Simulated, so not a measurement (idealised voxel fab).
Module name: voxel self aligned vias (process module)
Section cut is 225 nm wide and gridded with 5 nm square cells.
The cross-sections in this document take the form of a grid made of square cells. They are written out as bands, in order from top to bottom. Each band consists of one or more rows of cells. Quick guide to a band line: top height, bottom height (nm) up front; then every material left to right with its width in nm. Only one material and it's marked "all across"? Then it fills the band edge to edge. And "empty" just means empty space. Below 0: as-received wafer, all one material; heights counted from there. Lowest band: no bottom, goes on down, written "z 0 and below". Note: "30 to 40" means the width goes from the first number (top row of the band) to the second number (bottom row) in equal steps per row of cells. Take "stayed the same" at face value: in the step it is given for, the cross-section changed in none of its cells. Look at "Completely sealed voids" for the closed voids: empty spaces with no open path to the top, sized 8 cells or up. Each is width x height at distance, distance from the left edge, all nm. On each step's line, the part that comes after the settings is the simulator's own comment on the step. overlay nm: where the mask lay relative to plan, measured to the right, on steps with a mask; negatives go left.

[Process steps (planned)]
1. op RECEIVE | material Si
2. op CONFORMAL_DEP | material SiO2 | thk nm 15
3. op CONFORMAL_DEP | material SiCN | thk nm 5
4. op DIRECTIONAL_DEP | material lowk | thk nm 20
5. op PATTERN | tone open | mask id LINES | material resist | width nm 20 | pitch nm 65 | thk nm 15 | overlay nm 0
6. op DIRECTIONAL_ETCH | etch materials lowk | depth nm 20
7. op STRIP | etch materials resist
8. op CONFORMAL_DEP | material TiN | thk nm 5
9. op FILL_DEP | material Ru | thk nm 5
10. op CMP | height nm 40
11. op SELECTIVE_ETCH | etch materials W Ru TiN | depth nm 5
12. op FILL_DEP | material SiN | thk nm 10
13. op CMP | height nm 40
14. op DIRECTIONAL_DEP | material lowk | thk nm 15
15. op DIRECTIONAL_DEP | material aC | thk nm 15
16. op PATTERN | tone open | mask id VIAS | material resist | width nm 40 | pitch nm 65 | thk nm 35 | overlay nm 0
17. op DIRECTIONAL_ETCH | etch materials aC | depth nm 15
18. op STRIP | etch materials resist
19. op DIRECTIONAL_ETCH | etch materials lowk | depth nm 15
20. op DIRECTIONAL_ETCH | etch materials SiN | depth nm 5
21. op STRIP | etch materials aC
22. op CONFORMAL_DEP | material TiN | thk nm 5
23. op FILL_DEP | material W | thk nm 5
24. op CMP | height nm 55
25. op CONFORMAL_DEP | material SiCN | thk nm 5

[First of the two wafers, run per plan]

[Cross-section of the incoming wafer, state after step 1]
> z 0 and below = Si all across
> Completely sealed voids: none

[Upon completion of step 2, the wafer appears in cross-section as shown]
> z 15 to 0 = SiO2 all across
> Under the height 0 nothing was changed.

[Upon completion of step 3, the wafer appears in cross-section as shown]
> z 20 to 15 = SiCN all across
> Under the height 15 nothing was changed.

[Upon completion of step 4, the wafer appears in cross-section as shown]
> z 40 to 20 = lowk all across
> Under the height 20 nothing was changed.

[Upon completion of step 5, the wafer appears in cross-section as shown]
> z 55 to 40 = resist 35, then empty 20, then resist 45, then empty 20, then resist 45, then empty 20, then resist 40
> Under the height 40 nothing was changed.

[Upon completion of step 6, the wafer appears in cross-section as shown]
> z 55 to 40 = resist 35, then empty 20, then resist 45, then empty 20, then resist 45, then empty 20, then resist 40
> z 40 to 20 = lowk 35, then empty 20, then lowk 45, then empty 20, then lowk 45, then empty 20, then lowk 40
> Under the height 20 nothing was changed.

[Upon completion of step 7, the wafer appears in cross-section as shown]
> z 40 to 20 = lowk 35, then empty 20, then lowk 45, then empty 20, then lowk 45, then empty 20, then lowk 40
> Under the height 20 nothing was changed.

[Upon completion of step 8, the wafer appears in cross-section as shown]
> z 45 to 40 = TiN 40, then empty 10, then TiN 55, then empty 10, then TiN 55, then empty 10, then TiN 45
> z 40 to 25 = lowk 35, then TiN 5, then empty 10, then TiN 5, then lowk 45, then TiN 5, then empty 10, then TiN 5, then lowk 45, then TiN 5, then empty 10, then TiN 5, then lowk 40
> z 25 to 20 = lowk 35, then TiN 20, then lowk 45, then TiN 20, then lowk 45, then TiN 20, then lowk 40
> Under the height 20 nothing was changed.

[Upon completion of step 9, the wafer appears in cross-section as shown]
> z 50 to 45 = Ru all across
> z 45 to 40 = TiN 40, then Ru 10, then TiN 55, then Ru 10, then TiN 55, then Ru 10, then TiN 45
> z 40 to 25 = lowk 35, then TiN 5, then Ru 10, then TiN 5, then lowk 45, then TiN 5, then Ru 10, then TiN 5, then lowk 45, then TiN 5, then Ru 10, then TiN 5, then lowk 40
> Under the height 25 nothing was changed.

[Upon completion of step 10, the wafer appears in cross-section as shown]
> z 40 to 25 = lowk 35, then TiN 5, then Ru 10, then TiN 5, then lowk 45, then TiN 5, then Ru 10, then TiN 5, then lowk 45, then TiN 5, then Ru 10, then TiN 5, then lowk 40
> Under the height 25 nothing was changed.

[Upon completion of step 11, the wafer appears in cross-section as shown]
> z 40 to 35 = lowk 35, then empty 20, then lowk 45, then empty 20, then lowk 45, then empty 20, then lowk 40
> Under the height 35 nothing was changed.

[Upon completion of step 12, the wafer appears in cross-section as shown]
> z 50 to 40 = SiN all across
> z 40 to 35 = lowk 35, then SiN 20, then lowk 45, then SiN 20, then lowk 45, then SiN 20, then lowk 40
> Under the height 35 nothing was changed.

[Upon completion of step 13, the wafer appears in cross-section as shown]
> z 40 to 35 = lowk 35, then SiN 20, then lowk 45, then SiN 20, then lowk 45, then SiN 20, then lowk 40
> Under the height 35 nothing was changed.

[Upon completion of step 14, the wafer appears in cross-section as shown]
> z 55 to 40 = lowk all across
> Under the height 40 nothing was changed.

[Upon completion of step 15, the wafer appears in cross-section as shown]
> z 70 to 55 = aC all across
> Under the height 55 nothing was changed.

[Upon completion of step 16, the wafer appears in cross-section as shown]
> z 105 to 70 = resist 25, then empty 40, then resist 25, then empty 40, then resist 25, then empty 40, then resist 30
> Under the height 70 nothing was changed.

[Upon completion of step 17, the wafer appears in cross-section as shown]
> z 90 to 70 = resist 25, then empty 40, then resist 25, then empty 40, then resist 25, then empty 40, then resist 30
> z 70 to 55 = aC 25, then empty 40, then aC 25, then empty 40, then aC 25, then empty 40, then aC 30
> Under the height 55 nothing was changed.

[Upon completion of step 18, the wafer appears in cross-section as shown]
> z 70 to 55 = aC 25, then empty 40, then aC 25, then empty 40, then aC 25, then empty 40, then aC 30
> Under the height 55 nothing was changed.

[Upon completion of step 19, the wafer appears in cross-section as shown]
> z 70 to 55 = aC 25, then empty 40, then aC 25, then empty 40, then aC 25, then empty 40, then aC 30
> z 55 to 40 = lowk 25, then empty 40, then lowk 25, then empty 40, then lowk 25, then empty 40, then lowk 30
> Under the height 40 nothing was changed.

[Upon completion of step 20, the wafer appears in cross-section as shown]
> z 70 to 55 = aC 25, then empty 40, then aC 25, then empty 40, then aC 25, then empty 40, then aC 30
> z 55 to 40 = lowk 25, then empty 40, then lowk 25, then empty 40, then lowk 25, then empty 40, then lowk 30
> z 40 to 35 = lowk 35, then empty 20, then lowk 45, then empty 20, then lowk 45, then empty 20, then lowk 40
> Under the height 35 nothing was changed.

[Upon completion of step 21, the wafer appears in cross-section as shown]
> z 55 to 40 = lowk 25, then empty 40, then lowk 25, then empty 40, then lowk 25, then empty 40, then lowk 30
> Under the height 40 nothing was changed.

[Upon completion of step 22, the wafer appears in cross-section as shown]
> z 60 to 55 = TiN 30, then empty 30, then TiN 35, then empty 30, then TiN 35, then empty 30, then TiN 35
> z 55 to 45 = lowk 25, then TiN 5, then empty 30, then TiN 5, then lowk 25, then TiN 5, then empty 30, then TiN 5, then lowk 25, then TiN 5, then empty 30, then TiN 5, then lowk 30
> z 45 to 40 = lowk 25, then TiN 15, then empty 10, then TiN 15, then lowk 25, then TiN 15, then empty 10, then TiN 15, then lowk 25, then TiN 15, then empty 10, then TiN 15, then lowk 30
> z 40 to 35 = lowk 35, then TiN 20, then lowk 45, then TiN 20, then lowk 45, then TiN 20, then lowk 40
> Under the height 35 nothing was changed.

[Upon completion of step 23, the wafer appears in cross-section as shown]
> z 65 to 60 = W all across
> z 60 to 55 = TiN 30, then W 30, then TiN 35, then W 30, then TiN 35, then W 30, then TiN 35
> z 55 to 45 = lowk 25, then TiN 5, then W 30, then TiN 5, then lowk 25, then TiN 5, then W 30, then TiN 5, then lowk 25, then TiN 5, then W 30, then TiN 5, then lowk 30
> z 45 to 40 = lowk 25, then TiN 15, then W 10, then TiN 15, then lowk 25, then TiN 15, then W 10, then TiN 15, then lowk 25, then TiN 15, then W 10, then TiN 15, then lowk 30
> Under the height 40 nothing was changed.

[Upon completion of step 24, the wafer appears in cross-section as shown]
> z 55 to 45 = lowk 25, then TiN 5, then W 30, then TiN 5, then lowk 25, then TiN 5, then W 30, then TiN 5, then lowk 25, then TiN 5, then W 30, then TiN 5, then lowk 30
> Under the height 45 nothing was changed.

[Upon completion of step 25, the wafer appears in cross-section as shown]
> z 60 to 55 = SiCN all across
> Under the height 55 nothing was changed.

[Regarding the second of the two wafers: it shared the first wafer's starting condition and process plan, yet one error occurred during its execution. Its history coincides with that of the first wafer up to and including step 4]

[What the second wafer looks like in cross-section when step 5 should have wrapped up]
> z 55 to 40 = resist 40, then empty 20, then resist 45, then empty 20, then resist 45, then empty 20, then resist 35
> Under the height 40 nothing was changed.

[What the second wafer looks like in cross-section when step 6 should have wrapped up]
> z 55 to 40 = resist 40, then empty 20, then resist 45, then empty 20, then resist 45, then empty 20, then resist 35
> z 40 to 20 = lowk 40, then empty 20, then lowk 45, then empty 20, then lowk 45, then empty 20, then lowk 35
> Under the height 20 nothing was changed.

[What the second wafer looks like in cross-section when step 7 should have wrapped up]
> z 40 to 20 = lowk 40, then empty 20, then lowk 45, then empty 20, then lowk 45, then empty 20, then lowk 35
> Under the height 20 nothing was changed.

[What the second wafer looks like in cross-section when step 8 should have wrapped up]
> z 45 to 40 = TiN 45, then empty 10, then TiN 55, then empty 10, then TiN 55, then empty 10, then TiN 40
> z 40 to 25 = lowk 40, then TiN 5, then empty 10, then TiN 5, then lowk 45, then TiN 5, then empty 10, then TiN 5, then lowk 45, then TiN 5, then empty 10, then TiN 5, then lowk 35
> z 25 to 20 = lowk 40, then TiN 20, then lowk 45, then TiN 20, then lowk 45, then TiN 20, then lowk 35
> Under the height 20 nothing was changed.

[What the second wafer looks like in cross-section when step 9 should have wrapped up]
> z 50 to 45 = Ru all across
> z 45 to 40 = TiN 45, then Ru 10, then TiN 55, then Ru 10, then TiN 55, then Ru 10, then TiN 40
> z 40 to 25 = lowk 40, then TiN 5, then Ru 10, then TiN 5, then lowk 45, then TiN 5, then Ru 10, then TiN 5, then lowk 45, then TiN 5, then Ru 10, then TiN 5, then lowk 35
> Under the height 25 nothing was changed.

[What the second wafer looks like in cross-section when step 10 should have wrapped up]
> z 40 to 25 = lowk 40, then TiN 5, then Ru 10, then TiN 5, then lowk 45, then TiN 5, then Ru 10, then TiN 5, then lowk 45, then TiN 5, then Ru 10, then TiN 5, then lowk 35
> Under the height 25 nothing was changed.

[What the second wafer looks like in cross-section when step 11 should have wrapped up]
> z 40 to 35 = lowk 40, then empty 20, then lowk 45, then empty 20, then lowk 45, then empty 20, then lowk 35
> Under the height 35 nothing was changed.

[What the second wafer looks like in cross-section when step 12 should have wrapped up]
> z 50 to 40 = SiN all across
> z 40 to 35 = lowk 40, then SiN 20, then lowk 45, then SiN 20, then lowk 45, then SiN 20, then lowk 35
> Under the height 35 nothing was changed.

[What the second wafer looks like in cross-section when step 13 should have wrapped up]
> z 40 to 35 = lowk 40, then SiN 20, then lowk 45, then SiN 20, then lowk 45, then SiN 20, then lowk 35
> Under the height 35 nothing was changed.

[What the second wafer looks like in cross-section when step 14 should have wrapped up]
> z 55 to 40 = lowk all across
> Under the height 40 nothing was changed.

[What the second wafer looks like in cross-section when step 15 should have wrapped up]
> z 70 to 55 = aC all across
> Under the height 55 nothing was changed.

[What the second wafer looks like in cross-section when step 16 should have wrapped up]
> z 105 to 70 = resist 25, then empty 40, then resist 25, then empty 40, then resist 25, then empty 40, then resist 30
> Under the height 70 nothing was changed.

[What the second wafer looks like in cross-section when step 17 should have wrapped up]
> z 90 to 70 = resist 25, then empty 40, then resist 25, then empty 40, then resist 25, then empty 40, then resist 30
> z 70 to 55 = aC 25, then empty 40, then aC 25, then empty 40, then aC 25, then empty 40, then aC 30
> Under the height 55 nothing was changed.

[What the second wafer looks like in cross-section when step 18 should have wrapped up]
> z 70 to 55 = aC 25, then empty 40, then aC 25, then empty 40, then aC 25, then empty 40, then aC 30
> Under the height 55 nothing was changed.

[What the second wafer looks like in cross-section when step 19 should have wrapped up]
> z 70 to 55 = aC 25, then empty 40, then aC 25, then empty 40, then aC 25, then empty 40, then aC 30
> z 55 to 40 = lowk 25, then empty 40, then lowk 25, then empty 40, then lowk 25, then empty 40, then lowk 30
> Under the height 40 nothing was changed.

[What the second wafer looks like in cross-section when step 20 should have wrapped up]
> z 70 to 55 = aC 25, then empty 40, then aC 25, then empty 40, then aC 25, then empty 40, then aC 30
> z 55 to 40 = lowk 25, then empty 40, then lowk 25, then empty 40, then lowk 25, then empty 40, then lowk 30
> z 40 to 35 = lowk 40, then empty 20, then lowk 45, then empty 20, then lowk 45, then empty 20, then lowk 35
> Under the height 35 nothing was changed.

[What the second wafer looks like in cross-section when step 21 should have wrapped up]
> z 55 to 40 = lowk 25, then empty 40, then lowk 25, then empty 40, then lowk 25, then empty 40, then lowk 30
> Under the height 40 nothing was changed.

[What the second wafer looks like in cross-section when step 22 should have wrapped up]
> z 60 to 55 = TiN 30, then empty 30, then TiN 35, then empty 30, then TiN 35, then empty 30, then TiN 35
> z 55 to 45 = lowk 25, then TiN 5, then empty 30, then TiN 5, then lowk 25, then TiN 5, then empty 30, then TiN 5, then lowk 25, then TiN 5, then empty 30, then TiN 5, then lowk 30
> z 45 to 40 = lowk 25, then TiN 20, then empty 10, then TiN 10, then lowk 25, then TiN 20, then empty 10, then TiN 10, then lowk 25, then TiN 20, then empty 10, then TiN 10, then lowk 30
> z 40 to 35 = lowk 40, then TiN 20, then lowk 45, then TiN 20, then lowk 45, then TiN 20, then lowk 35
> Under the height 35 nothing was changed.

[What the second wafer looks like in cross-section when step 23 should have wrapped up]
> z 65 to 60 = W all across
> z 60 to 55 = TiN 30, then W 30, then TiN 35, then W 30, then TiN 35, then W 30, then TiN 35
> z 55 to 45 = lowk 25, then TiN 5, then W 30, then TiN 5, then lowk 25, then TiN 5, then W 30, then TiN 5, then lowk 25, then TiN 5, then W 30, then TiN 5, then lowk 30
> z 45 to 40 = lowk 25, then TiN 20, then W 10, then TiN 10, then lowk 25, then TiN 20, then W 10, then TiN 10, then lowk 25, then TiN 20, then W 10, then TiN 10, then lowk 30
> Under the height 40 nothing was changed.

[What the second wafer looks like in cross-section when step 24 should have wrapped up]
> z 55 to 45 = lowk 25, then TiN 5, then W 30, then TiN 5, then lowk 25, then TiN 5, then W 30, then TiN 5, then lowk 25, then TiN 5, then W 30, then TiN 5, then lowk 30
> Under the height 45 nothing was changed.

[What the second wafer looks like in cross-section when step 25 should have wrapped up]
> z 60 to 55 = SiCN all across
> Under the height 55 nothing was changed.
In executing the process, a mistake was made relative to the plan: so step 5 ended up running with a different setting than we planned, it ran as op PATTERN | tone open | mask id LINES | material resist | width nm 20 | pitch nm 65 | thk nm 15 | overlay nm 5
The two final wafers agree on how many cells each material fills and disagree on which cells those are.
